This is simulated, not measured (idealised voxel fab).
Process module under the name voxel self aligned contacts
We display cut, a cross-section 300 nm in width whose square cells are each 5 nm.
Just so we're on the same page, the cross-sections are grids of square cells, and they're listed out in bands top to bottom, each band one or more rows deep. In this notation a band is specified by the heights of its top and bottom, in that order and in nm, after which its materials appear from left to right, each paired with its width in nm. The word "all across" attached to a single material means that material fills the band from edge to edge; the word "air" stands for empty space. Ref level 0: as-received wafer is one material below here. Bottom band extends down with no lower bound ("0 nm and below"). The two numbers in a width such as "30 to 40" mark its ends across the band: the first belongs to the top row of cells, the second to the bottom row, and from each row to the next the width moves by the same amount. A step reported as "nothing was modified" is a step in which no cell of the cross-section changed. You'll see "Entrapped void list" listing empty spaces that have no way open to the top, as long as they're 8 cells or more; the notation is width x height at distance, where the distance is from the left edge, and all of it is in nm. On each step's line, the part that comes after the settings is the simulator's own comment on the step. overlay nm: where the mask lay relative to plan, measured to the right, on steps with a mask; negatives go left. Pairs from here to the end. Each: cross-section before one process step, cross-section after it, the latter only as far down as the lowest band that changed. Under each: the step between, and its settings. Mind that the pairs may be taken from different runs of this module on the same starting wafer; whether a pair continues from the pair above depends on its entry headed "Before-step section", and it does only where that entry says so.

Before-step section
> 50 nm to 25 nm = 50 air; 55 SiN; 25 air; 55 SiN; 25 air; 55 SiN; 35 air
> 25 nm to 0 nm = 50 air; 10 SiN; 35 polySi; 10 SiN; 25 air; 10 SiN; 35 polySi; 10 SiN; 25 air; 10 SiN; 35 polySi; 10 SiN; 35 air
> 0 nm to -5 nm = SiO2 all across
> -5 nm and below = Si all across
> Entrapped void list: none

Resultant Cross-Section
> 65 nm to 50 nm = SiO2 all across
> 50 nm to 25 nm = 50 SiO2; 55 SiN; 25 SiO2; 55 SiN; 25 SiO2; 55 SiN; 35 SiO2
> 25 nm to 0 nm = 50 SiO2; 10 SiN; 35 polySi; 10 SiN; 25 SiO2; 10 SiN; 35 polySi; 10 SiN; 25 SiO2; 10 SiN; 35 polySi; 10 SiN; 35 SiO2
> below 0: unchanged
> Entrapped void list: none
Step that separates the before view from the after view above: FILL_DEP with material SiO2, thk nm 15

Before-step section: The pre-step condition corresponds to the post-step cross-section depicted in the pair directly above.

Resultant Cross-Section
> 60 nm to 50 nm = SiO2 all across
> below 50: unchanged
> Entrapped void list: none
Step that separates the before view from the after view above: CMP with height nm 60

Before-step section: The pre-step condition corresponds to the post-step cross-section depicted in the pair directly above.

Resultant Cross-Section
> 70 nm to 60 nm = aC all across
> below 60: unchanged
> Entrapped void list: none
Step that separates the before view from the after view above: DIRECTIONAL_DEP with material aC, thk nm 10

Before-step section: The pre-step condition corresponds to the post-step cross-section depicted in the pair directly above.

Resultant Cross-Section
> 95 nm to 70 nm = 75 resist; 65 air; 15 resist; 65 air; 80 resist
> below 70: unchanged
> Entrapped void list: none
Step that separates the before view from the after view above: PATTERN with tone open, mask id CONTACT, material resist, width nm 65, pitch nm 80, thk nm 25, overlay nm 0

Before-step section: The pre-step condition corresponds to the post-step cross-section depicted in the pair directly above.

Resultant Cross-Section
> 85 nm to 70 nm = 75 resist; 65 air; 15 resist; 65 air; 80 resist
> 70 nm to 60 nm = 75 aC; 65 air; 15 aC; 65 air; 80 aC
> below 60: unchanged
> Entrapped void list: none
Step that separates the before view from the after view above: DIRECTIONAL_ETCH with etch materials aC, depth nm 10

Before-step section: The pre-step condition corresponds to the post-step cross-section depicted in the pair directly above.

Resultant Cross-Section
> 70 nm to 60 nm = 75 aC; 65 air; 15 aC; 65 air; 80 aC
> below 60: unchanged
> Entrapped void list: none
Step that separates the before view from the after view above: STRIP with etch materials resist

Before-step section: The pre-step condition corresponds to the post-step cross-section depicted in the pair directly above.

Resultant Cross-Section
> 70 nm to 60 nm = 75 aC; 65 air; 15 aC; 65 air; 80 aC
> 60 nm to 50 nm = 75 SiO2; 65 air; 15 SiO2; 65 air; 80 SiO2
> 50 nm to 25 nm = 50 SiO2; 55 SiN; 25 air; 55 SiN; 25 air; 55 SiN; 35 SiO2
> 25 nm to 0 nm = 50 SiO2; 10 SiN; 35 polySi; 10 SiN; 25 air; 10 SiN; 35 polySi; 10 SiN; 25 air; 10 SiN; 35 polySi; 10 SiN; 35 SiO2
> 0 nm to -5 nm = 105 SiO2; 25 air; 55 SiO2; 25 air; 90 SiO2
> below -5: unchanged
> Entrapped void list: none
Step that separates the before view from the after view above: DIRECTIONAL_ETCH with etch materials SiO2, depth nm 65

Before-step section: The pre-step condition corresponds to the post-step cross-section depicted in the pair directly above.

Resultant Cross-Section
> 60 nm to 50 nm = 75 SiO2; 65 air; 15 SiO2; 65 air; 80 SiO2
> below 50: unchanged
> Entrapped void list: none
Step that separates the before view from the after view above: STRIP with etch materials aC

Before-step section: The pre-step condition corresponds to the post-step cross-section depicted in the pair directly above.

Resultant Cross-Section
> 65 nm to 60 nm = 80 TiN; 55 air; 25 TiN; 55 air; 85 TiN
> 60 nm to 50 nm = 75 SiO2; 5 to 35 TiN; 55 to 15 air; 5 to 15 TiN; 15 SiO2; 5 to 35 TiN; 55 to 15 air; 5 to 15 TiN; 80 SiO2
> 50 nm to 25 nm = 50 SiO2; 55 SiN; 5 TiN; 15 air; 5 TiN; 55 SiN; 5 TiN; 15 air; 5 TiN; 55 SiN; 35 SiO2
> 25 nm to 0 nm = 50 SiO2; 10 SiN; 35 polySi; 10 SiN; 5 TiN; 15 air; 5 TiN; 10 SiN; 35 polySi; 10 SiN; 5 TiN; 15 air; 5 TiN; 10 SiN; 35 polySi; 10 SiN; 35 SiO2
> 0 nm to -5 nm = 105 SiO2; 25 TiN; 55 SiO2; 25 TiN; 90 SiO2
> below -5: unchanged
> Entrapped void list: none
Step that separates the before view from the after view above: CONFORMAL_DEP with material TiN, thk nm 5

Before-step section: The pre-step condition corresponds to the post-step cross-section depicted in the pair directly above.

Resultant Cross-Section
> 75 nm to 65 nm = Ru all across
> 65 nm to 60 nm = 80 TiN; 55 Ru; 25 TiN; 55 Ru; 85 TiN
> 60 nm to 50 nm = 75 SiO2; 5 to 35 TiN; 55 to 15 Ru; 5 to 15 TiN; 15 SiO2; 5 to 35 TiN; 55 to 15 Ru; 5 to 15 TiN; 80 SiO2
> 50 nm to 25 nm = 50 SiO2; 55 SiN; 5 TiN; 15 Ru; 5 TiN; 55 SiN; 5 TiN; 15 Ru; 5 TiN; 55 SiN; 35 SiO2
> 25 nm to 0 nm = 50 SiO2; 10 SiN; 35 polySi; 10 SiN; 5 TiN; 15 Ru; 5 TiN; 10 SiN; 35 polySi; 10 SiN; 5 TiN; 15 Ru; 5 TiN; 10 SiN; 35 polySi; 10 SiN; 35 SiO2
> below 0: unchanged
> Entrapped void list: none
Step that separates the before view from the after view above: FILL_DEP with material Ru, thk nm 10

Before-step section: The pre-step condition corresponds to the post-step cross-section depicted in the pair directly above.

Resultant Cross-Section
> 60 nm to 50 nm = 75 SiO2; 5 to 35 TiN; 55 to 15 Ru; 5 to 15 TiN; 15 SiO2; 5 to 35 TiN; 55 to 15 Ru; 5 to 15 TiN; 80 SiO2
> below 50: unchanged
> Entrapped void list: none
Step that separates the before view from the after view above: CMP with height nm 60

Before-step section: The pre-step condition corresponds to the post-step cross-section depicted in the pair directly above.

Resultant Cross-Section
> 65 nm to 60 nm = SiN all across
> below 60: unchanged
> Entrapped void list: none
Step that separates the before view from the after view above: CONFORMAL_DEP with material SiN, thk nm 5

Before-step section
> 60 nm to 50 nm = 75 SiO2; 5 to 25 TiN; 55 to 15 Ru; 5 to 25 TiN; 15 SiO2; 5 to 25 TiN; 55 to 15 Ru; 5 to 25 TiN; 80 SiO2
> 50 nm to 25 nm = 40 SiO2; 55 SiN; 5 TiN; 15 Ru; 5 TiN; 55 SiN; 5 TiN; 15 Ru; 5 TiN; 55 SiN; 45 SiO2
> 25 nm to 0 nm = 40 SiO2; 10 SiN; 35 polySi; 10 SiN; 5 TiN; 15 Ru; 5 TiN; 10 SiN; 35 polySi; 10 SiN; 5 TiN; 15 Ru; 5 TiN; 10 SiN; 35 polySi; 10 SiN; 45 SiO2
> 0 nm to -5 nm = 95 SiO2; 25 TiN; 55 SiO2; 25 TiN; 100 SiO2
> -5 nm and below = Si all across
> Entrapped void list: none

Resultant Cross-Section
> 65 nm to 60 nm = aC all across
> below 60: unchanged
> Entrapped void list: none
Step that separates the before view from the after view above: CONFORMAL_DEP with material aC, thk nm 5

Before-step section
> 60 nm to 50 nm = aC all across
> 50 nm to 25 nm = SiN all across
> 25 nm to 0 nm = polySi all across
> 0 nm to -5 nm = SiO2 all across
> -5 nm and below = Si all across
> Entrapped void list: none

Resultant Cross-Section
> 85 nm to 60 nm = 50 resist; 35 air; 45 resist; 35 air; 45 resist; 35 air; 55 resist
> below 60: unchanged
> Entrapped void list: none
Step that separates the before view from the after view above: PATTERN with tone open, mask id GATE, material resist, width nm 35, pitch nm 80, thk nm 25, overlay nm 0

Before-step section: The pre-step condition corresponds to the post-step cross-section depicted in the pair directly above.

Resultant Cross-Section
> 75 nm to 60 nm = 50 resist; 35 air; 45 resist; 35 air; 45 resist; 35 air; 55 resist
> 60 nm to 50 nm = 50 aC; 35 air; 45 aC; 35 air; 45 aC; 35 air; 55 aC
> below 50: unchanged
> Entrapped void list: none
Step that separates the before view from the after view above: DIRECTIONAL_ETCH with etch materials aC, depth nm 10

Before-step section: The pre-step condition corresponds to the post-step cross-section depicted in the pair directly above.

Resultant Cross-Section
> 60 nm to 50 nm = 50 aC; 35 air; 45 aC; 35 air; 45 aC; 35 air; 55 aC
> below 50: unchanged
> Entrapped void list: none
Step that separates the before view from the after view above: STRIP with etch materials resist

Before-step section: The pre-step condition corresponds to the post-step cross-section depicted in the pair directly above.

Resultant Cross-Section
> 60 nm to 50 nm = 50 aC; 35 air; 45 aC; 35 air; 45 aC; 35 air; 55 aC
> 50 nm to 25 nm = 50 SiN; 35 air; 45 SiN; 35 air; 45 SiN; 35 air; 55 SiN
> below 25: unchanged
> Entrapped void list: none
Step that separates the before view from the after view above: DIRECTIONAL_ETCH with etch materials SiN, depth nm 25

Before-step section: The pre-step condition corresponds to the post-step cross-section depicted in the pair directly above.

Resultant Cross-Section
> 60 nm to 50 nm = 50 aC; 35 air; 45 aC; 35 air; 45 aC; 35 air; 55 aC
> 50 nm to 25 nm = 50 SiN; 35 air; 45 SiN; 35 air; 45 SiN; 35 air; 55 SiN
> 25 nm to 0 nm = 50 polySi; 35 air; 45 polySi; 35 air; 45 polySi; 35 air; 55 polySi
> below 0: unchanged
> Entrapped void list: none
Step that separates the before view from the after view above: DIRECTIONAL_ETCH with etch materials polySi, depth nm 25

Before-step section: The pre-step condition corresponds to the post-step cross-section depicted in the pair directly above.

Resultant Cross-Section
> 50 nm to 25 nm = 50 SiN; 35 air; 45 SiN; 35 air; 45 SiN; 35 air; 55 SiN
> below 25: unchanged
> Entrapped void list: none
Step that separates the before view from the after view above: STRIP with etch materials aC

Before-step section: The pre-step condition corresponds to the post-step cross-section depicted in the pair directly above.

Resultant Cross-Section
> 60 nm to 25 nm = 60 SiN; 15 air; 65 SiN; 15 air; 65 SiN; 15 air; 65 SiN
> 25 nm to 10 nm = 50 polySi; 10 SiN; 15 air; 10 SiN; 45 polySi; 10 SiN; 15 air; 10 SiN; 45 polySi; 10 SiN; 15 air; 10 SiN; 55 polySi
> 10 nm to 0 nm = 50 polySi; 35 SiN; 45 polySi; 35 SiN; 45 polySi; 35 SiN; 55 polySi
> below 0: unchanged
> Entrapped void list: none
Step that separates the before view from the after view above: CONFORMAL_DEP with material SiN, thk nm 10

Before-step section: The pre-step condition corresponds to the post-step cross-section depicted in the pair directly above.

Resultant Cross-Section
> 50 nm to 25 nm = 60 SiN; 15 air; 65 SiN; 15 air; 65 SiN; 15 air; 65 SiN
> 25 nm to 0 nm = 50 polySi; 10 SiN; 15 air; 10 SiN; 45 polySi; 10 SiN; 15 air; 10 SiN; 45 polySi; 10 SiN; 15 air; 10 SiN; 55 polySi
> below 0: unchanged
> Entrapped void list: none
Step that separates the before view from the after view above: DIRECTIONAL_ETCH with etch materials SiN, depth nm 10

Before-step section: The pre-step condition corresponds to the post-step cross-section depicted in the pair directly above.

Resultant Cross-Section
> 65 nm to 50 nm = SiO2 all across
> 50 nm to 25 nm = 60 SiN; 15 SiO2; 65 SiN; 15 SiO2; 65 SiN; 15 SiO2; 65 SiN
> 25 nm to 0 nm = 50 polySi; 10 SiN; 15 SiO2; 10 SiN; 45 polySi; 10 SiN; 15 SiO2; 10 SiN; 45 polySi; 10 SiN; 15 SiO2; 10 SiN; 55 polySi
> below 0: unchanged
> Entrapped void list: none
Step that separates the before view from the after view above: FILL_DEP with material SiO2, thk nm 15

Before-step section: The pre-step condition corresponds to the post-step cross-section depicted in the pair directly above.

Resultant Cross-Section
> 60 nm to 50 nm = SiO2 all across
> below 50: unchanged
> Entrapped void list: none
Step that separates the before view from the after view above: CMP with height nm 60

Before-step section: The pre-step condition corresponds to the post-step cross-section depicted in the pair directly above.

Resultant Cross-Section
> 70 nm to 60 nm = aC all across
> below 60: unchanged
> Entrapped void list: none
Step that separates the before view from the after view above: DIRECTIONAL_DEP with material aC, thk nm 10

Before-step section: The pre-step condition corresponds to the post-step cross-section depicted in the pair directly above.

Resultant Cross-Section
> 95 nm to 70 nm = 75 resist; 65 air; 15 resist; 65 air; 80 resist
> below 70: unchanged
> Entrapped void list: none
Step that separates the before view from the after view above: PATTERN with tone open, mask id CONTACT, material resist, width nm 65, pitch nm 80, thk nm 25, overlay nm 0

Before-step section: The pre-step condition corresponds to the post-step cross-section depicted in the pair directly above.

Resultant Cross-Section
> 85 nm to 70 nm = 75 resist; 65 air; 15 resist; 65 air; 80 resist
> 70 nm to 60 nm = 75 aC; 65 air; 15 aC; 65 air; 80 aC
> below 60: unchanged
> Entrapped void list: none
Step that separates the before view from the after view above: DIRECTIONAL_ETCH with etch materials aC, depth nm 10

Before-step section: The pre-step condition corresponds to the post-step cross-section depicted in the pair directly above.

Resultant Cross-Section
> 70 nm to 60 nm = 75 aC; 65 air; 15 aC; 65 air; 80 aC
> below 60: unchanged
> Entrapped void list: none
Step that separates the before view from the after view above: STRIP with etch materials resist

Before-step section: The pre-step condition corresponds to the post-step cross-section depicted in the pair directly above.

Resultant Cross-Section
> 70 nm to 60 nm = 75 aC; 65 air; 15 aC; 65 air; 80 aC
> 60 nm to 50 nm = 75 SiO2; 65 air; 15 SiO2; 65 air; 80 SiO2
> below 50: unchanged
> Entrapped void list: none
Step that separates the before view from the after view above: DIRECTIONAL_ETCH with etch materials SiO2, depth nm 65

Before-step section: The pre-step condition corresponds to the post-step cross-section depicted in the pair directly above.

Resultant Cross-Section
> 60 nm to 50 nm = 75 SiO2; 65 air; 15 SiO2; 65 air; 80 SiO2
> below 50: unchanged
> Entrapped void list: none
Step that separates the before view from the after view above: STRIP with etch materials aC

Before-step section: The pre-step condition corresponds to the post-step cross-section depicted in the pair directly above.

Resultant Cross-Section
> 65 nm to 60 nm = 80 TiN; 55 air; 25 TiN; 55 air; 85 TiN
> 60 nm to 55 nm = 75 SiO2; 5 TiN; 55 air; 5 TiN; 15 SiO2; 5 TiN; 55 air; 5 TiN; 80 SiO2
> 55 nm to 50 nm = 75 SiO2; 65 TiN; 15 SiO2; 65 TiN; 80 SiO2
> below 50: unchanged
> Entrapped void list: none
Step that separates the before view from the after view above: CONFORMAL_DEP with material TiN, thk nm 5

Before-step section: The pre-step condition corresponds to the post-step cross-section depicted in the pair directly above.

Resultant Cross-Section
> 75 nm to 65 nm = Ru all across
> 65 nm to 60 nm = 80 TiN; 55 Ru; 25 TiN; 55 Ru; 85 TiN
> 60 nm to 55 nm = 75 SiO2; 5 TiN; 55 Ru; 5 TiN; 15 SiO2; 5 TiN; 55 Ru; 5 TiN; 80 SiO2
> below 55: unchanged
> Entrapped void list: none
Step that separates the before view from the after view above: FILL_DEP with material Ru, thk nm 10

Before-step section: The pre-step condition corresponds to the post-step cross-section depicted in the pair directly above.

Resultant Cross-Section
> 60 nm to 55 nm = 75 SiO2; 5 TiN; 55 Ru; 5 TiN; 15 SiO2; 5 TiN; 55 Ru; 5 TiN; 80 SiO2
> below 55: unchanged
> Entrapped void list: none
Step that separates the before view from the after view above: CMP with height nm 60

Before-step section: The pre-step condition corresponds to the post-step cross-section depicted in the pair directly above.

Resultant Cross-Section
> 65 nm to 60 nm = SiN all across
> below 60: unchanged
> Entrapped void list: none
Step that separates the before view from the after view above: CONFORMAL_DEP with material SiN, thk nm 5
